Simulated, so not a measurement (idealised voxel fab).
The process module presented herein is designated voxel transistor to metal.
The width of the displayed cross-section, cut, is 180 nm; its cells are square, with a size of 5 nm.
Just so we're on the same page, the cross-sections are grids of square cells, and they're listed out in bands top to bottom, each band one or more rows deep. First you get the band's top height and its bottom height, in nm, and then the materials it's made of, left to right, with each width in nm. If you see a single material with "throughout", that one covers the band edge to edge. "air" is empty space. Note: height 0 marks the level under which the wafer is uniformly one material as received. Lowest band unbounded below, written "0 and below". Width: "30..40" (first number = top row, second number = bottom row, same change from row to row of cells). The cross-section has no changed cell in any step marked "no alterations made". The entry "Sealed void list" lists the empty spaces that cover at least 8 cells and have no open path to the top. Each is written as width x height at distance, where the distance is measured from the left edge and all three values are in nm. Where a step's line continues beyond its settings, the continuation is a remark by the simulator itself on that step. overlay nm: mask right of planned place by this much (step with mask). Neg. = left.

**This section lists the process steps that were planned**
| 1 | RECEIVE: material Si |
| 2 | CONFORMAL_DEP: material SiO2, thk nm 5 |
| 3 | CONFORMAL_DEP: material SiN, thk nm 10 |
| 4 | MASKED_ETCH: tone cover, mask id ACTIVE, width nm 105, etch materials SiN, depth nm 10, overlay nm 0 |
| 5 | MASKED_ETCH: tone cover, mask id ACTIVE, width nm 105, etch materials SiO2, depth nm 5, overlay nm 0 |
| 6 | MASKED_ETCH: tone cover, mask id ACTIVE, width nm 105, etch materials Si, depth nm 35, overlay nm 0 |
| 7 | FILL_DEP: material SiO2, thk nm 15 |
| 8 | CMP: height nm 15 |
| 9 | SELECTIVE_ETCH: etch materials SiO2, depth nm 5 |
| 10 | STRIP: etch materials SiN |
| 11 | SELECTIVE_ETCH: etch materials SiO2, depth nm 5 |
| 12 | OXIDIZE: depth nm 5 |
| 13 | DIRECTIONAL_DEP: material polySi, thk nm 20 |
| 14 | DIRECTIONAL_DEP: material SiCN, thk nm 10 |
| 15 | MASKED_ETCH: tone cover, mask id GATE, width nm 25, etch materials SiCN, depth nm 20, overlay nm 0 |
| 16 | MASKED_ETCH: tone cover, mask id GATE, width nm 25, etch materials polySi, depth nm 30, overlay nm -10 |
| 17 | CONFORMAL_DEP: material SiN, thk nm 10 |
| 18 | DIRECTIONAL_ETCH: etch materials SiN, depth nm 10 |
| 19 | DIRECTIONAL_ETCH: etch materials SiO2, depth nm 5 |
| 20 | DIRECTIONAL_ETCH: etch materials Si, depth nm 10 |
| 21 | EPI: material nSi, thk nm 10 |
| 22 | FILL_DEP: material SiO2, thk nm 5 |
| 23 | CMP: height nm 30 |
| 24 | DIRECTIONAL_DEP: material SiO2, thk nm 15 |
| 25 | PATTERN: tone open, mask id CONTACT, material resist, width nm 30, pitch nm 65, thk nm 15, overlay nm 0 |
| 26 | DIRECTIONAL_ETCH: etch materials SiO2, depth nm 50 |
| 27 | STRIP: etch materials resist |
| 28 | CONFORMAL_DEP: material TiN, thk nm 5 |
| 29 | FILL_DEP: material W, thk nm 5 |
| 30 | CMP: height nm 45 |
| 31 | CONFORMAL_DEP: material SiCN, thk nm 5 |
| 32 | DIRECTIONAL_DEP: material lowk, thk nm 25 |
| 33 | PATTERN: tone open, mask id METAL_1, material resist, width nm 15, pitch nm 80, thk nm 20, overlay nm 0 |
| 34 | DIRECTIONAL_ETCH: etch materials lowk, depth nm 25 |
| 35 | DIRECTIONAL_ETCH: etch materials SiCN, depth nm 5 |
| 36 | STRIP: etch materials resist |
| 37 | CONFORMAL_DEP: material TiN, thk nm 5 |
| 38 | FILL_DEP: material W, thk nm 10 |
| 39 | CMP: height nm 75 |
| 40 | CONFORMAL_DEP: material SiCN, thk nm 5 |
| 41 | DIRECTIONAL_DEP: material SiO2, thk nm 35 |
| 42 | MASKED_ETCH: tone open, mask id METAL_2, width nm 15, pitch nm 80, etch materials SiO2, depth nm 20, overlay nm 0 |
| 43 | DIRECTIONAL_DEP: material aC, thk nm 10 |
| 44 | PATTERN: tone open, mask id METAL_2_HOLES, material resist, width nm 15, pitch nm 80, thk nm 25, overlay nm 0 |
| 45 | DIRECTIONAL_ETCH: etch materials aC, depth nm 10 |
| 46 | STRIP: etch materials resist |
| 47 | DIRECTIONAL_ETCH: etch materials SiO2, depth nm 15 |
| 48 | DIRECTIONAL_ETCH: etch materials SiCN, depth nm 5 |
| 49 | STRIP: etch materials aC |
| 50 | CONFORMAL_DEP: material TiN, thk nm 5 |
| 51 | FILL_DEP: material Cu, thk nm 10 |
| 52 | CMP: height nm 115 |
| 53 | CONFORMAL_DEP: material SiCN, thk nm 5 |
All wafers enter the flow in the same state. The overlay nm at step 16 differs from wafer to wafer, and the plan gives the value for the first wafer.

**Cross-section of the first incoming wafer of several, state after step 1**
* 0 and below | Si throughout
* Sealed void list: none

**What follows is a table in which each wafer occupies a row; for the wafer as it stands at the close of the module, the row states, material by material, how many cells have been gained (+) or lost (-) since receipt, and then gives its closed voids**
overlay nm -10; +14 Cu; -142 Si; +106 SiCN; +28 SiN; +498 SiO2; +102 TiN; +50 W; +150 lowk; +30 nSi; +28 polySi; Sealed void list: none
overlay nm -5; +14 Cu; -144 Si; +106 SiCN; +28 SiN; +497 SiO2; +102 TiN; +53 W; +150 lowk; +34 nSi; +24 polySi; Sealed void list: none
overlay nm 0; +14 Cu; -146 Si; +106 SiCN; +28 SiN; +496 SiO2; +104 TiN; +56 W; +150 lowk; +36 nSi; +20 polySi; Sealed void list: none
overlay nm 5; +14 Cu; -144 Si; +106 SiCN; +28 SiN; +497 SiO2; +102 TiN; +53 W; +150 lowk; +34 nSi; +24 polySi; Sealed void list: none
overlay nm 10; +14 Cu; -142 Si; +106 SiCN; +28 SiN; +498 SiO2; +102 TiN; +50 W; +150 lowk; +30 nSi; +28 polySi; Sealed void list: none
